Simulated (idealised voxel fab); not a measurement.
Process module, titled voxel trench capacitor
The cross-section on display is named cut; it measures 205 nm wide, and its cells are 5 nm squares.
If you're reading a cross-section in this doc, picture square cells in a grid; it comes to you as bands, top ones listed first down to the bottom, and a band can be one or more rows of cells.
Top height, bottom height, nm. Materials left to right, width each, nm. Single material + "full width" = fills band edge to edge. "empty" = empty.
Height 0 is the level under which the wafer as received is all one material. The lowest band goes on downwards, as in "0 -> down".
With a width like "30 to 40", each row of cells in the band differs from the next by the same amount, the top row carrying the first number and the bottom row the second.
No cell of the cross-section changed in a step that is given as "nothing changed".
Enclosed voids (no open way to top), threshold 8 cells or more, entry "Closed void roster", notation width x height at distance, distance from left edge, nm.
The remark found on a step's line after its settings is issued by the simulator itself and pertains to that step.
The "overlay nm" setting may appear on a step's line; for a step that uses a mask, it gives how far to the right of its planned position the mask lay, and a negative value indicates the left.

Listed below are the process steps as planned
1 RECEIVE with material Si
2 CONFORMAL_DEP with material SiN, thk nm 10
3 PATTERN with tone open, mask id TRENCH, material resist, width nm 20, pitch nm 50, thk nm 15, overlay nm 0
4 DIRECTIONAL_ETCH with etch materials SiN, depth nm 10
5 DIRECTIONAL_ETCH with etch materials Si, depth nm 35
6 STRIP with etch materials resist
7 CONFORMAL_DEP with material Al2O3, thk nm 5
8 FILL_DEP with material polySi, thk nm 10
9 CMP with height nm 10

Step 1 complete: cross-section of the wafer as received
    0 -> down: Si full width
    Closed void roster: none

End-of-module cross-section of the first of two wafers, processed as planned
    10 -> 0: SiN: 15  Al2O3: 5  polySi: 10  Al2O3: 5  SiN: 30  Al2O3: 5  polySi: 10  Al2O3: 5  SiN: 30  Al2O3: 5  polySi: 10  Al2O3: 5  SiN: 30  Al2O3: 5  polySi: 10  Al2O3: 5  SiN: 20
    0 -> -30: Si: 15  Al2O3: 5  polySi: 10  Al2O3: 5  Si: 30  Al2O3: 5  polySi: 10  Al2O3: 5  Si: 30  Al2O3: 5  polySi: 10  Al2O3: 5  Si: 30  Al2O3: 5  polySi: 10  Al2O3: 5  Si: 20
    -30 -> -35: Si: 15  Al2O3: 20  Si: 30  Al2O3: 20  Si: 30  Al2O3: 20  Si: 30  Al2O3: 20  Si: 20
    -35 -> down: Si full width
    Closed void roster: none

Here's the second of our two wafers sectioned at module end. Same start as the first, same plan, but one mistake got made running it
    10 -> 0: polySi: 10  Al2O3: 5  SiN: 20  Al2O3: 5  polySi: 20  Al2O3: 5  SiN: 20  Al2O3: 5  polySi: 20  Al2O3: 5  SiN: 20  Al2O3: 5  polySi: 20  Al2O3: 5  SiN: 20  Al2O3: 5  polySi: 15
    0 -> -30: polySi: 10  Al2O3: 5  Si: 20  Al2O3: 5  polySi: 20  Al2O3: 5  Si: 20  Al2O3: 5  polySi: 20  Al2O3: 5  Si: 20  Al2O3: 5  polySi: 20  Al2O3: 5  Si: 20  Al2O3: 5  polySi: 15
    -30 -> -35: Al2O3: 15  Si: 20  Al2O3: 30  Si: 20  Al2O3: 30  Si: 20  Al2O3: 30  Si: 20  Al2O3: 20
    -35 -> down: Si full width
    Closed void roster: none
In executing the process, a mistake was made relative to the plan: step 3 was run on a setting that differed from the plan, and what really ran there is PATTERN with tone cover, mask id TRENCH, material resist, width nm 20, pitch nm 50, thk nm 15, overlay nm 0
Cell-count delta at end, second wafer over first, by material: +9 Al2O3 | -63 Si | -18 SiN | +72 polySi
